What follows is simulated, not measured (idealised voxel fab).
This is a process module. Its name is voxel ribs on slabs.
The figure presents cross-section cut, which has a width of 270 nm and is divided into square cells with an edge length of 5 nm.
Cross-sections here: square-cell grids, written as top-down lists of bands, a band being one or more rows of cells.
Read a band's entry like this: the first values are the height of its top and the height of its bottom in nm, and what follows is the sequence of materials from left to right, each with its width in nm. Note that "empty" is empty space, and that a single material marked "everywhere" reaches across the band from edge to edge.
All heights in this document are referenced to 0, defined as the level beneath which the wafer, as received, consists entirely of one material. The lowest band is not bounded below; it extends indefinitely downward and is written in the form "from 0 down".
Width "30->40": first value at the band's top row of cells, second value at its bottom row, equal change from row to row.
"changes: none" -> step changed no cross-section cell.
If an empty space has no open way to the top and is at least 8 cells in size, "Sealed internal cavities" lists it, written width x height at distance, where distance is measured from the left edge and every value is in nm.
Formally, on a step line, whatever follows the settings is a remark that the simulator itself makes on the step.
overlay nm: mask right of planned place by this much (step with mask). Neg. = left.
## Planned process steps
| 1 | op RECEIVE | material Si |
| 2 | op DIRECTIONAL_DEP | material SiO2 | thk nm 20 |
| 3 | op DIRECTIONAL_DEP | material polySi | thk nm 20 |
| 4 | op DIRECTIONAL_DEP | material aC | thk nm 10 |
| 5 | op PATTERN | tone cover | mask id RIB | material resist | width nm 20 | thk nm 30 | overlay nm 0 |
| 6 | op DIRECTIONAL_ETCH | etch materials aC | depth nm 10 |
| 7 | op STRIP | etch materials resist |
| 8 | op DIRECTIONAL_ETCH | etch materials polySi | depth nm 15 |
| 9 | op STRIP | etch materials aC |
| 10 | op PATTERN | tone cover | mask id SLAB | material resist | width nm 60 | thk nm 15 | overlay nm 0 |
| 11 | op DIRECTIONAL_ETCH | etch materials polySi | depth nm 5 |
| 12 | op STRIP | etch materials resist |
| 13 | op FILL_DEP | material SiO2 | thk nm 25 |
| 14 | op CMP | height nm 55 |
| 15 | op DIRECTIONAL_DEP | material W | thk nm 5 |
| 16 | op PATTERN | tone cover | mask id HEATER | material resist | width nm 30 | thk nm 20 | overlay nm 0 |
| 17 | op DIRECTIONAL_ETCH | etch materials W | depth nm 5 |
| 18 | op STRIP | etch materials resist |
| 19 | op CONFORMAL_DEP | material SiN | thk nm 5 |
## First of two wafers, with the run carried out as planned
## Cross-sectional view of the wafer in its as-received condition, corresponding to the state after step 1
> from 0 down = Si everywhere
> Sealed internal cavities: none
## You're looking at a cross-section of the wafer after step 2
> from 20 to 0 = SiO2 everywhere
> Whatever lies below 0 is exactly as it was before.
## You're looking at a cross-section of the wafer after step 3
> from 40 to 20 = polySi everywhere
> Whatever lies below 20 is exactly as it was before.
## You're looking at a cross-section of the wafer after step 4
> from 50 to 40 = aC everywhere
> Whatever lies below 40 is exactly as it was before.
## You're looking at a cross-section of the wafer after step 5
> from 80 to 50 = 125 empty, 20 resist, 125 empty
> Whatever lies below 50 is exactly as it was before.
## You're looking at a cross-section of the wafer after step 6
> from 70 to 50 = 125 empty, 20 resist, 125 empty
> from 50 to 40 = 125 empty, 20 aC, 125 empty
> Whatever lies below 40 is exactly as it was before.
## You're looking at a cross-section of the wafer after step 7
> from 50 to 40 = 125 empty, 20 aC, 125 empty
> Whatever lies below 40 is exactly as it was before.
## You're looking at a cross-section of the wafer after step 8
> from 50 to 40 = 125 empty, 20 aC, 125 empty
> from 40 to 25 = 125 empty, 20 polySi, 125 empty
> Whatever lies below 25 is exactly as it was before.
## You're looking at a cross-section of the wafer after step 9
> from 40 to 25 = 125 empty, 20 polySi, 125 empty
> Whatever lies below 25 is exactly as it was before.
## You're looking at a cross-section of the wafer after step 10
> from 55 to 40 = 105 empty, 60 resist, 105 empty
> from 40 to 25 = 105 empty, 20 resist, 20 polySi, 20 resist, 105 empty
> Whatever lies below 25 is exactly as it was before.
## You're looking at a cross-section of the wafer after step 11
> from 55 to 40 = 105 empty, 60 resist, 105 empty
> from 40 to 25 = 105 empty, 20 resist, 20 polySi, 20 resist, 105 empty
> from 25 to 20 = 105 empty, 60 polySi, 105 empty
> Whatever lies below 20 is exactly as it was before.
## You're looking at a cross-section of the wafer after step 12
> from 40 to 25 = 125 empty, 20 polySi, 125 empty
> Whatever lies below 25 is exactly as it was before.
## You're looking at a cross-section of the wafer after step 13
> from 65 to 40 = SiO2 everywhere
> from 40 to 25 = 125 SiO2, 20 polySi, 125 SiO2
> from 25 to 20 = 105 SiO2, 60 polySi, 105 SiO2
> Whatever lies below 20 is exactly as it was before.
## You're looking at a cross-section of the wafer after step 14
> from 55 to 40 = SiO2 everywhere
> Whatever lies below 40 is exactly as it was before.
## You're looking at a cross-section of the wafer after step 15
> from 60 to 55 = W everywhere
> Whatever lies below 55 is exactly as it was before.
## You're looking at a cross-section of the wafer after step 16
> from 80 to 60 = 120 empty, 30 resist, 120 empty
> Whatever lies below 60 is exactly as it was before.
## You're looking at a cross-section of the wafer after step 17
> from 80 to 60 = 120 empty, 30 resist, 120 empty
> from 60 to 55 = 120 empty, 30 W, 120 empty
> Whatever lies below 55 is exactly as it was before.
## You're looking at a cross-section of the wafer after step 18
> from 60 to 55 = 120 empty, 30 W, 120 empty
> Whatever lies below 55 is exactly as it was before.
## You're looking at a cross-section of the wafer after step 19
> from 65 to 60 = 115 empty, 40 SiN, 115 empty
> from 60 to 55 = 120 SiN, 30 W, 120 SiN
> Whatever lies below 55 is exactly as it was before.
## Okay, second wafer. Nothing different at the start, nothing different in the plan, just one mistake somewhere in the running. As far as step 2, counting that step, it's the first wafer all over again
## Look at the second wafer in cross-section at the time step 3 ought to have finished
> from 30 to 20 = aC everywhere
> Whatever lies below 20 is exactly as it was before.
## Look at the second wafer in cross-section at the time step 4 ought to have finished
> from 50 to 30 = polySi everywhere
> Whatever lies below 30 is exactly as it was before.
## Look at the second wafer in cross-section at the time step 5 ought to have finished
> from 80 to 50 = 125 empty, 20 resist, 125 empty
> Whatever lies below 50 is exactly as it was before.
## Look at the second wafer in cross-section at the time step 6 ought to have finished
> from 70 to 50 = 125 empty, 20 resist, 125 empty
> Whatever lies below 50 is exactly as it was before.
## Look at the second wafer in cross-section at the time step 7 ought to have finished
> from 50 to 30 = polySi everywhere
> Whatever lies below 30 is exactly as it was before.
## Look at the second wafer in cross-section at the time step 8 ought to have finished
> from 35 to 30 = polySi everywhere
> Whatever lies below 30 is exactly as it was before.
Look at the second wafer in cross-section at the time step 9 ought to have finished: changes: none
## Look at the second wafer in cross-section at the time step 10 ought to have finished
> from 50 to 35 = 105 empty, 60 resist, 105 empty
> Whatever lies below 35 is exactly as it was before.
## Look at the second wafer in cross-section at the time step 11 ought to have finished
> from 50 to 35 = 105 empty, 60 resist, 105 empty
> from 35 to 30 = 105 empty, 60 polySi, 105 empty
> Whatever lies below 30 is exactly as it was before.
## Look at the second wafer in cross-section at the time step 12 ought to have finished
> from 35 to 30 = 105 empty, 60 polySi, 105 empty
> Whatever lies below 30 is exactly as it was before.
## Look at the second wafer in cross-section at the time step 13 ought to have finished
> from 60 to 35 = SiO2 everywhere
> from 35 to 30 = 105 SiO2, 60 polySi, 105 SiO2
> Whatever lies below 30 is exactly as it was before.
## Look at the second wafer in cross-section at the time step 14 ought to have finished
> from 55 to 35 = SiO2 everywhere
> Whatever lies below 35 is exactly as it was before.
## Look at the second wafer in cross-section at the time step 15 ought to have finished
> from 60 to 55 = W everywhere
> Whatever lies below 55 is exactly as it was before.
## Look at the second wafer in cross-section at the time step 16 ought to have finished
> from 80 to 60 = 120 empty, 30 resist, 120 empty
> Whatever lies below 60 is exactly as it was before.
## Look at the second wafer in cross-section at the time step 17 ought to have finished
> from 80 to 60 = 120 empty, 30 resist, 120 empty
> from 60 to 55 = 120 empty, 30 W, 120 empty
> Whatever lies below 55 is exactly as it was before.
## Look at the second wafer in cross-section at the time step 18 ought to have finished
> from 60 to 55 = 120 empty, 30 W, 120 empty
> Whatever lies below 55 is exactly as it was before.
## Look at the second wafer in cross-section at the time step 19 ought to have finished
> from 65 to 60 = 115 empty, 40 SiN, 115 empty
> from 60 to 55 = 120 SiN, 30 W, 120 SiN
> Whatever lies below 55 is exactly as it was before.
So what did we get wrong on this run? steps 3 and 4 were swapped
End of process, cell counts, second wafer against first, materials with more or fewer: -96 SiO2 | +108 aC | -12 polySi
